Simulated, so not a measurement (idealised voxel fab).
The name of this process module is voxel tone inversion.
We display cut, a cross-section 145 nm in width whose square cells are each 5 nm.
In what follows, cross-sections appear as grids of square cells, described through bands that run from the top down, where every band is one or more rows of cells. Basically the band line says how high the top is and how high the bottom is, in nm, and then what's in it from left to right, every material with its width in nm. Empty space shows up as "empty", and if a single material carries "throughout" it runs the full band edge to edge. Height is counted from the level 0, under which the received wafer is composed throughout of one material. The lowest of the bands is not closed at the bottom but continues downward, in the notation "0 and below". When a width is written as two numbers, as in "30->40", the first number is the width in the top row of cells of the band and the second is the width in its bottom row, and the width changes by the same amount from each row to the next. Where the words "no modification" appear for a step, the cross-section shows no cell changed by that step; every cell remained as before. The entry "Unvented cavities" lists the empty spaces that cover at least 8 cells and have no open path to the top. Each is written as width x height at distance, where the distance is measured from the left edge and all three values are in nm. What comes after the settings on a step's line is commentary from the simulator itself on that step. overlay nm: where the mask lay relative to plan, measured to the right, on steps with a mask; negatives go left.
### Steps planned for the process
- 1: RECEIVE [material Si]
- 2: CONFORMAL_DEP [material SiCN] [thk nm 10]
- 3: DIRECTIONAL_DEP [material polySi] [thk nm 15]
- 4: PATTERN [tone cover] [mask id POSTS] [material resist] [width nm 20] [pitch nm 40] [thk nm 25] [overlay nm 0]
- 5: DIRECTIONAL_ETCH [etch materials polySi] [depth nm 15]
- 6: STRIP [etch materials resist]
- 7: FILL_DEP [material lowk] [thk nm 5]
- 8: CMP [height nm 25]
- 9: STRIP [etch materials polySi]
- 10: CONFORMAL_DEP [material TiN] [thk nm 5]
- 11: FILL_DEP [material Cu] [thk nm 10]
- 12: CMP [height nm 25]
- 13: CONFORMAL_DEP [material SiN] [thk nm 5]
### The first wafer of two, processed as planned
### Cross-section of the incoming wafer, state after step 1
0 and below = Si throughout
Unvented cavities: none
### State of the wafer after step 2, shown in cross-section
10 down to 0 = SiCN throughout
Everything below 0 is unchanged.
### State of the wafer after step 3, shown in cross-section
25 down to 10 = polySi throughout
Everything below 10 is unchanged.
### State of the wafer after step 4, shown in cross-section
50 down to 25 = empty: 20, then resist: 20, then empty: 20, then resist: 20, then empty: 20, then resist: 20, then empty: 25
Everything below 25 is unchanged.
### State of the wafer after step 5, shown in cross-section
50 down to 25 = empty: 20, then resist: 20, then empty: 20, then resist: 20, then empty: 20, then resist: 20, then empty: 25
25 down to 10 = empty: 20, then polySi: 20, then empty: 20, then polySi: 20, then empty: 20, then polySi: 20, then empty: 25
Everything below 10 is unchanged.
### State of the wafer after step 6, shown in cross-section
25 down to 10 = empty: 20, then polySi: 20, then empty: 20, then polySi: 20, then empty: 20, then polySi: 20, then empty: 25
Everything below 10 is unchanged.
### State of the wafer after step 7, shown in cross-section
30 down to 25 = lowk throughout
25 down to 10 = lowk: 20, then polySi: 20, then lowk: 20, then polySi: 20, then lowk: 20, then polySi: 20, then lowk: 25
Everything below 10 is unchanged.
### State of the wafer after step 8, shown in cross-section
25 down to 10 = lowk: 20, then polySi: 20, then lowk: 20, then polySi: 20, then lowk: 20, then polySi: 20, then lowk: 25
Everything below 10 is unchanged.
### State of the wafer after step 9, shown in cross-section
25 down to 10 = lowk: 20, then empty: 20, then lowk: 20, then empty: 20, then lowk: 20, then empty: 20, then lowk: 25
Everything below 10 is unchanged.
### State of the wafer after step 10, shown in cross-section
30 down to 25 = TiN: 25, then empty: 10, then TiN: 30, then empty: 10, then TiN: 30, then empty: 10, then TiN: 30
25 down to 15 = lowk: 20, then TiN: 5, then empty: 10, then TiN: 5, then lowk: 20, then TiN: 5, then empty: 10, then TiN: 5, then lowk: 20, then TiN: 5, then empty: 10, then TiN: 5, then lowk: 25
15 down to 10 = lowk: 20, then TiN: 20, then lowk: 20, then TiN: 20, then lowk: 20, then TiN: 20, then lowk: 25
Everything below 10 is unchanged.
### State of the wafer after step 11, shown in cross-section
40 down to 30 = Cu throughout
30 down to 25 = TiN: 25, then Cu: 10, then TiN: 30, then Cu: 10, then TiN: 30, then Cu: 10, then TiN: 30
25 down to 15 = lowk: 20, then TiN: 5, then Cu: 10, then TiN: 5, then lowk: 20, then TiN: 5, then Cu: 10, then TiN: 5, then lowk: 20, then TiN: 5, then Cu: 10, then TiN: 5, then lowk: 25
Everything below 15 is unchanged.
### State of the wafer after step 12, shown in cross-section
25 down to 15 = lowk: 20, then TiN: 5, then Cu: 10, then TiN: 5, then lowk: 20, then TiN: 5, then Cu: 10, then TiN: 5, then lowk: 20, then TiN: 5, then Cu: 10, then TiN: 5, then lowk: 25
Everything below 15 is unchanged.
### State of the wafer after step 13, shown in cross-section
30 down to 25 = SiN throughout
Everything below 25 is unchanged.
### The second wafer: identical to the first at the outset and in its planned sequence, differing only in that one mistake was made during processing; up to and including step 10, its path is the first wafer's path
### Second wafer, sectioned view, at step 11's planned end time
40 down to 30 = SiN throughout
30 down to 25 = TiN: 25, then SiN: 10, then TiN: 30, then SiN: 10, then TiN: 30, then SiN: 10, then TiN: 30
25 down to 15 = lowk: 20, then TiN: 5, then SiN: 10, then TiN: 5, then lowk: 20, then TiN: 5, then SiN: 10, then TiN: 5, then lowk: 20, then TiN: 5, then SiN: 10, then TiN: 5, then lowk: 25
Everything below 15 is unchanged.
### Second wafer, sectioned view, at step 12's planned end time
25 down to 15 = lowk: 20, then TiN: 5, then SiN: 10, then TiN: 5, then lowk: 20, then TiN: 5, then SiN: 10, then TiN: 5, then lowk: 20, then TiN: 5, then SiN: 10, then TiN: 5, then lowk: 25
Everything below 15 is unchanged.
### Second wafer, sectioned view, at step 13's planned end time
30 down to 25 = SiN throughout
Everything below 25 is unchanged.
Finding, execution versus plan: note that step 11 departed from the planned setting and was carried out as FILL_DEP [material SiN] [thk nm 10]
At the finish, the second wafer shows more or fewer cells for some materials than the first does: 12 fewer of Cu, 12 more of SiN
